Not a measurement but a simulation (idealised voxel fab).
Name of the process module below: voxel local oxidation
Cross-sectional view cut (width: 270 nm; square cell size: 5 nm).
Think of the cross-section as a grid of square cells. We describe it in bands, top to bottom, and each band covers one or more rows of those cells.
Band: top and bottom heights (nm) first, top before bottom; then materials from left to right, widths in nm. "throughout" marks a sole material filling the band edge to edge. "air" denotes empty space.
Below 0: as-received wafer, all one material; heights counted from there. Lowest band: no bottom, goes on down, written "from 0 down".
Width "30->40": first value at the band's top row of cells, second value at its bottom row, equal change from row to row.
The cross-section has no changed cell in any step marked "no alteration".
Voids not open to the top, 8 cells minimum: see "Sealed void inventory". Written width x height at distance; distance is from the left edge; nm.
Note: text after step settings on the step line = simulator remark on that step.
You can add "overlay nm" to a step's line. For a step with a mask, it describes how far the mask lay to the right of its planned position, and a negative number describes a lay to the left.

Planned process steps
1 RECEIVE: material Si
2 CONFORMAL_DEP: material SiO2, thk nm 5
3 CONFORMAL_DEP: material SiN, thk nm 15
4 PATTERN: tone cover, mask id ACTIVE, material resist, width nm 100, thk nm 20, overlay nm 0
5 DIRECTIONAL_ETCH: etch materials SiN, depth nm 15
6 STRIP: etch materials resist
7 SELECTIVE_ETCH: etch materials SiO2, depth nm 5
8 OXIDIZE: depth nm 10
9 STRIP: etch materials SiN

The cross-section here shows the wafer as received, i.e. in its state after step 1
- from 0 down  Si throughout
- Sealed void inventory: none

The plan above was carried out on the starting structure above with one mistake, and this cross-section shows the wafer at the end of the module
- from 0 to -10  100 air, 70 Si, 100 air
- from -10 down  Si throughout
- Sealed void inventory: none
So what did we get wrong on this run? step 9 went in with a setting other than planned; the actual run was STRIP: etch materials SiO2
